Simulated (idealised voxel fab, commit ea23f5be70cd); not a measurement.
voxel ribs on slabs: a process module
Section cut is 210 nm wide and gridded with 5 nm square cells.
Cross-section spec: square-cell grid; bands listed top down; each band is one or more rows. It is stipulated that each band's entry specify, in nanometres, the height of the top of the band and then that of its bottom, followed by the materials of the band in left-to-right sequence, each together with its width in nanometres. A single material marked by the word "all across" is understood to fill the band from edge to edge; the word "empty" is understood to denote empty space. Note: height 0 marks the level under which the wafer is uniformly one material as received. Lowest band unbounded below, written "0 -> down". Read "30->40" as a graded width: first number on top, second number at the bottom, same change between each pair of neighbouring rows. No cell of the cross-section changed in a step that is given as "no change". Empty spaces counting at least 8 cells and having no open way to the top are listed in "Enclosed internal cavities". The notation width x height at distance is used for each, the distance being from the left edge and all three values in nm. It should be noted that, on the line of a given step, the content following the step's settings is a remark produced by the simulator itself with respect to that step. When a step includes a mask, the "overlay nm" setting on its line states how far to the right of its planned place that mask lay, and negative values state how far to the left.
These are the steps we planned for the process:
1 RECEIVE with material Si
2 DIRECTIONAL_DEP with material SiO2, thk nm 20
3 DIRECTIONAL_DEP with material SiN, thk nm 20
4 PATTERN with tone cover, mask id RIB, material resist, width nm 30, thk nm 20, overlay nm 0
5 DIRECTIONAL_ETCH with etch materials SiN, depth nm 15
6 STRIP with etch materials resist
7 PATTERN with tone cover, mask id SLAB, material resist, width nm 90, thk nm 20, overlay nm 0
8 DIRECTIONAL_ETCH with etch materials SiN, depth nm 5
9 STRIP with etch materials resist
10 FILL_DEP with material SiO2, thk nm 15
11 CMP with height nm 50
12 DIRECTIONAL_DEP with material W, thk nm 5
13 PATTERN with tone cover, mask id HEATER, material resist, width nm 40, thk nm 20, overlay nm 0
14 DIRECTIONAL_ETCH with etch materials W, depth nm 5
15 STRIP with etch materials resist
16 CONFORMAL_DEP with material SiN, thk nm 5
This is the cross-section of the wafer as we received it, i.e. after step 1:
> 0 -> down | Si all across
> Enclosed internal cavities: none
First of two wafers, end-of-module section, run followed plan:
> 60 -> 55 | 80 of empty, then 50 of SiN, then 80 of empty
> 55 -> 50 | 85 of SiN, then 40 of W, then 85 of SiN
> 50 -> 40 | SiO2 all across
> 40 -> 25 | 90 of SiO2, then 30 of SiN, then 90 of SiO2
> 25 -> 20 | 60 of SiO2, then 90 of SiN, then 60 of SiO2
> 20 -> 0 | SiO2 all across
> 0 -> down | Si all across
> Enclosed internal cavities: none
Wafer two (of two), end-of-module cross-section: start = wafer one, plan = wafer one, one run mistake:
> 5 -> 0 | SiN all across
> 0 -> down | Si all across
> Enclosed internal cavities: none
What went wrong in running the wafer? note that step 15 departed from the planned setting and was carried out as STRIP with etch materials SiO2
End of process, cell counts, second wafer against first, materials with more or fewer: SiN -38; SiO2 -384; W -8
